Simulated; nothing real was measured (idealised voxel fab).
process module | voxel wiring stack
Square cells of 5 nm make up the cross-section cut, whose width is 290 nm.
Bands, listed from the top down, are how a cross-section gets written in this document; the cross-section itself is a grid of square cells, and a band is one or more rows of them.
Band entry format. Leading values: height of top, height of bottom, nm. Remainder: materials in left-to-right order, each with its width in nm. Special words: "edge to edge" on a single material, which then fills the band edge to edge; "blank", empty space.
Where do heights start? At 0: under that level the wafer as delivered is made of one material only. And the lowest band has no floor; it just carries on downward, as in "z 0 and below".
You'd read "30->40" like this: the band's top row of cells is as wide as the first number, its bottom row is as wide as the second, and going down, every row changes width by the same amount as the row before did.
"remained unchanged" after a step means that no cell of the cross-section changed.
Empty spaces counting at least 8 cells and having no open way to the top are listed in "closed voids". The notation width x height at distance is used for each, the distance being from the left edge and all three values in nm.
It should be noted that, on the line of a given step, the content following the step's settings is a remark produced by the simulator itself with respect to that step.
When a step includes a mask, the "overlay nm" setting on its line states how far to the right of its planned place that mask lay, and negative values state how far to the left.
**These are the steps we planned for the process**
1 RECEIVE (material Si)
2 CONFORMAL_DEP (material SiO2; thk nm 15)
3 CONFORMAL_DEP (material SiCN; thk nm 5)
4 DIRECTIONAL_DEP (material lowk; thk nm 20)
5 DIRECTIONAL_DEP (material aC; thk nm 10)
6 PATTERN (tone open; mask id METAL_1; material resist; width nm 30; pitch nm 45; thk nm 25; overlay nm 0)
7 DIRECTIONAL_ETCH (etch materials aC; depth nm 10)
8 STRIP (etch materials resist)
9 DIRECTIONAL_ETCH (etch materials lowk; depth nm 20)
10 DIRECTIONAL_ETCH (etch materials SiCN; depth nm 5)
11 STRIP (etch materials aC)
12 CONFORMAL_DEP (material TiN; thk nm 5)
13 FILL_DEP (material Cu; thk nm 10)
14 CMP (height nm 40)
15 CONFORMAL_DEP (material SiCN; thk nm 5)
16 DIRECTIONAL_DEP (material SiO2; thk nm 15)
17 PATTERN (tone open; mask id PLUG_1; material resist; width nm 15; pitch nm 45; thk nm 15; overlay nm 0)
18 DIRECTIONAL_ETCH (etch materials SiO2; depth nm 15)
19 DIRECTIONAL_ETCH (etch materials SiCN; depth nm 5)
20 STRIP (etch materials resist)
21 EPI (material Ru; thk nm 10)
22 EPI (material Ru; thk nm 10)
23 CONFORMAL_DEP (material SiCN; thk nm 5)
24 DIRECTIONAL_DEP (material lowk; thk nm 20)
25 MASKED_ETCH (tone open; mask id METAL_2; width nm 30; pitch nm 45; etch materials lowk; depth nm 20; overlay nm 0)
26 MASKED_ETCH (tone open; mask id METAL_2; width nm 30; pitch nm 45; etch materials SiCN; depth nm 5; overlay nm 0)
27 CONFORMAL_DEP (material TiN; thk nm 5)
28 FILL_DEP (material W; thk nm 10)
29 CMP (height nm 85)
30 CONFORMAL_DEP (material SiCN; thk nm 5)
31 DIRECTIONAL_DEP (material lowk; thk nm 25)
32 PATTERN (tone open; mask id METAL_3_HOLES; material resist; width nm 15; pitch nm 90; thk nm 15; overlay nm 0)
33 DIRECTIONAL_ETCH (etch materials lowk; depth nm 25)
34 STRIP (etch materials resist)
35 DIRECTIONAL_DEP (material aC; thk nm 15)
36 PATTERN (tone open; mask id METAL_3; material resist; width nm 30; pitch nm 45; thk nm 35; overlay nm 0)
37 DIRECTIONAL_ETCH (etch materials aC; depth nm 15)
38 STRIP (etch materials resist)
39 DIRECTIONAL_ETCH (etch materials lowk; depth nm 15)
40 DIRECTIONAL_ETCH (etch materials SiCN; depth nm 5)
41 STRIP (etch materials aC)
42 CONFORMAL_DEP (material TiN; thk nm 5)
43 FILL_DEP (material Cu; thk nm 5)
44 CMP (height nm 115)
45 CONFORMAL_DEP (material SiCN; thk nm 5)
**Cross-section: wafer on arrival = after step 1**
	z 0 and below  Si edge to edge
	closed voids: none
**first wafer at the end, as planned**
	z 120 to 115  SiCN edge to edge
	z 115 to 105  lowk (60)  TiN (5)  Cu (20)  TiN (5)  lowk (15)  TiN (5)  Cu (20)  TiN (5)  lowk (15)  TiN (5)  Cu (20)  TiN (5)  lowk (15)  TiN (5)  Cu (20)  TiN (5)  lowk (65)
	z 105 to 100  lowk (60)  TiN (5)  Cu (5)  TiN (20)  lowk (15)  TiN (30)  lowk (15)  TiN (5)  Cu (5)  TiN (20)  lowk (15)  TiN (30)  lowk (65)
	z 100 to 90  lowk (60)  TiN (5)  Cu (5)  TiN (5)  lowk (75)  TiN (5)  Cu (5)  TiN (5)  lowk (125)
	z 90 to 85  SiCN (60)  TiN (15)  SiCN (75)  TiN (15)  SiCN (125)
	z 85 to 65  lowk (60)  TiN (5)  W (20)  TiN (5)  lowk (15)  TiN (5)  W (20)  TiN (5)  lowk (15)  TiN (5)  W (20)  TiN (5)  lowk (15)  TiN (5)  W (20)  TiN (5)  lowk (65)
	z 65 to 60  SiCN (60)  TiN (30)  SiCN (15)  TiN (30)  SiCN (15)  TiN (30)  SiCN (15)  TiN (30)  SiCN (65)
	z 60 to 45  SiO2 (60)  Ru (15)  SiO2 (30)  Ru (15)  SiO2 (30)  Ru (15)  SiO2 (30)  Ru (15)  SiO2 (80)
	z 45 to 40  SiCN (60)  Ru (15)  SiCN (30)  Ru (15)  SiCN (30)  Ru (15)  SiCN (30)  Ru (15)  SiCN (80)
	z 40 to 20  lowk (60)  TiN (5)  Cu (20)  TiN (5)  lowk (15)  TiN (5)  Cu (20)  TiN (5)  lowk (15)  TiN (5)  Cu (20)  TiN (5)  lowk (15)  TiN (5)  Cu (20)  TiN (5)  lowk (65)
	z 20 to 15  SiCN (60)  TiN (30)  SiCN (15)  TiN (30)  SiCN (15)  TiN (30)  SiCN (15)  TiN (30)  SiCN (65)
	z 15 to 0  SiO2 edge to edge
	z 0 and below  Si edge to edge
	closed voids: none
**Cross-sectional view: second of two wafers, end of module; start and plan identical to the first, one mistake in running**
	z 120 to 115  SiCN edge to edge
	z 115 to 110  lowk (60)  TiN (5)  Cu (5)  TiN (20)  lowk (15)  TiN (30)  lowk (15)  TiN (5)  Cu (5)  TiN (20)  lowk (15)  TiN (30)  lowk (65)
	z 110 to 100  lowk (60)  TiN (5)  Cu (5)  TiN (5)  lowk (75)  TiN (5)  Cu (5)  TiN (5)  lowk (125)
	z 100 to 95  SiCN (60)  TiN (15)  SiCN (75)  TiN (15)  SiCN (125)
	z 95 to 85  SiCN edge to edge
	z 85 to 65  lowk (60)  TiN (5)  W (20)  TiN (5)  lowk (15)  TiN (5)  W (20)  TiN (5)  lowk (15)  TiN (5)  W (20)  TiN (5)  lowk (15)  TiN (5)  W (20)  TiN (5)  lowk (65)
	z 65 to 60  SiCN (60)  TiN (30)  SiCN (15)  TiN (30)  SiCN (15)  TiN (30)  SiCN (15)  TiN (30)  SiCN (65)
	z 60 to 45  SiO2 (60)  Ru (15)  SiO2 (30)  Ru (15)  SiO2 (30)  Ru (15)  SiO2 (30)  Ru (15)  SiO2 (80)
	z 45 to 40  SiCN (60)  Ru (15)  SiCN (30)  Ru (15)  SiCN (30)  Ru (15)  SiCN (30)  Ru (15)  SiCN (80)
	z 40 to 20  lowk (60)  TiN (5)  Cu (20)  TiN (5)  lowk (15)  TiN (5)  Cu (20)  TiN (5)  lowk (15)  TiN (5)  Cu (20)  TiN (5)  lowk (15)  TiN (5)  Cu (20)  TiN (5)  lowk (65)
	z 20 to 15  SiCN (60)  TiN (30)  SiCN (15)  TiN (30)  SiCN (15)  TiN (30)  SiCN (15)  TiN (30)  SiCN (65)
	z 15 to 0  SiO2 edge to edge
	z 0 and below  Si edge to edge
	closed voids: none
Heads up, the wafer didn't run the way we planned it: the process deviated at step 30: the operation and settings actually run there were CONFORMAL_DEP (material SiCN; thk nm 15)
Cell-count delta at end, second wafer over first, by material: Cu: 32 fewer | SiCN: 116 more | TiN: 16 fewer | lowk: 68 fewer
